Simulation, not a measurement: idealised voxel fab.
process module | voxel wiring stack
cross-section cut | 185 nm wide | cells 5 nm
A cross-section is a grid of square cells, given in bands from the top down. A band is one or more rows of cells.
Each band's line starts with the height of the band's top and of its bottom, in nm. Then come its materials from left to right, each with its width in nm. One material with "throughout" fills the band from edge to edge. "air" is empty space.
Height 0 is the level under which the wafer as received is all one material. The lowest band goes on downwards, as in "0 down".
A width such as "30 to 40" changes by the same amount from each row of cells to the next, from the band's top row to its bottom row.
"no change" after a step means that no cell of the cross-section changed.
closed voids: empty space of 8 cells or more with no open way to the top, each as width x height at its distance from the left edge, in nm
after a step's settings: what the simulator itself notes on the step
overlay nm, on a step with a mask: how far to the right of its planned place the mask lay; to the left if negative
plan
1 op RECEIVE | material Si
2 op CONFORMAL_DEP | material SiO2 | thk nm 10
3 op DIRECTIONAL_DEP | material TiN | thk nm 5
4 op DIRECTIONAL_DEP | material Ru | thk nm 25
5 op MASKED_ETCH | tone cover | mask id METAL_1 | width nm 20 | pitch nm 45 | etch materials Ru | depth nm 25 | overlay nm 0
6 op MASKED_ETCH | tone cover | mask id METAL_1 | width nm 20 | pitch nm 45 | etch materials TiN | depth nm 5 | overlay nm 0
7 op CONFORMAL_DEP | material SiCN | thk nm 5
8 op FILL_DEP | material SiO2 | thk nm 10
9 op CMP | height nm 40
10 op CONFORMAL_DEP | material SiCN | thk nm 5
11 op DIRECTIONAL_DEP | material SiO2 | thk nm 15
12 op MASKED_ETCH | tone open | mask id PLUG_1 | width nm 15 | pitch nm 45 | etch materials SiO2 | depth nm 15 | overlay nm 0
13 op MASKED_ETCH | tone open | mask id PLUG_1 | width nm 15 | pitch nm 45 | etch materials SiCN | depth nm 5 | overlay nm 0
14 op EPI | material Ru | thk nm 10
15 op EPI | material Ru | thk nm 10
16 op DIRECTIONAL_DEP | material TiN | thk nm 5
17 op DIRECTIONAL_DEP | material Ru | thk nm 20
18 op DIRECTIONAL_DEP | material aC | thk nm 15
19 op PATTERN | tone cover | mask id METAL_2 | material resist | width nm 20 | pitch nm 45 | thk nm 30 | overlay nm 0
20 op DIRECTIONAL_ETCH | etch materials aC | depth nm 15
21 op STRIP | etch materials resist
22 op DIRECTIONAL_ETCH | etch materials Ru | depth nm 20
23 op DIRECTIONAL_ETCH | etch materials TiN | depth nm 5
24 op STRIP | etch materials aC
25 op FILL_DEP | material lowk | thk nm 5
26 op CMP | height nm 85
27 op CONFORMAL_DEP | material SiCN | thk nm 5
as received, after step 1
  0 down: Si throughout
  closed voids: none
first wafer at the end, as planned
  90 to 85: SiCN throughout
  85 to 65: lowk 35 | Ru 20 | lowk 25 | Ru 20 | lowk 25 | Ru 20 | lowk 40
  65 to 60: lowk 35 | TiN 20 | lowk 25 | TiN 20 | lowk 25 | TiN 20 | lowk 40
  60 to 45: SiO2 35 | Ru 15 | SiO2 30 | Ru 15 | SiO2 30 | Ru 15 | SiO2 45
  45 to 40: SiCN 35 | Ru 15 | SiCN 30 | Ru 15 | SiCN 30 | Ru 15 | SiCN 45
  40 to 15: SiO2 30 | SiCN 5 | Ru 20 | SiCN 5 | SiO2 15 | SiCN 5 | Ru 20 | SiCN 5 | SiO2 15 | SiCN 5 | Ru 20 | SiCN 5 | SiO2 35
  15 to 10: SiCN 35 | TiN 20 | SiCN 25 | TiN 20 | SiCN 25 | TiN 20 | SiCN 40
  10 to 0: SiO2 throughout
  0 down: Si throughout
  closed voids: none
second wafer at the end: like start, like plan, one mistake
  90 to 85: SiCN throughout
  85 to 65: lowk 35 | Ru 25 | lowk 20 | Ru 25 | lowk 20 | Ru 25 | lowk 35
  65 to 60: lowk 35 | TiN 25 | lowk 20 | TiN 25 | lowk 20 | TiN 25 | lowk 35
  60 to 45: SiO2 35 | Ru 15 | SiO2 30 | Ru 15 | SiO2 30 | Ru 15 | SiO2 45
  45 to 40: SiCN 35 | Ru 15 | SiCN 30 | Ru 15 | SiCN 30 | Ru 15 | SiCN 45
  40 to 15: SiO2 30 | SiCN 5 | Ru 20 | SiCN 5 | SiO2 15 | SiCN 5 | Ru 20 | SiCN 5 | SiO2 15 | SiCN 5 | Ru 20 | SiCN 5 | SiO2 35
  15 to 10: SiCN 35 | TiN 20 | SiCN 25 | TiN 20 | SiCN 25 | TiN 20 | SiCN 40
  10 to 0: SiO2 throughout
  0 down: Si throughout
  closed voids: none
what went wrong: step 19 ran as: op PATTERN | tone cover | mask id METAL_2 | material resist | width nm 25 | pitch nm 45 | thk nm 30 | overlay nm 0
at the end the second wafer has, in cells: 12 more of Ru | 3 more of TiN | 15 fewer of lowk
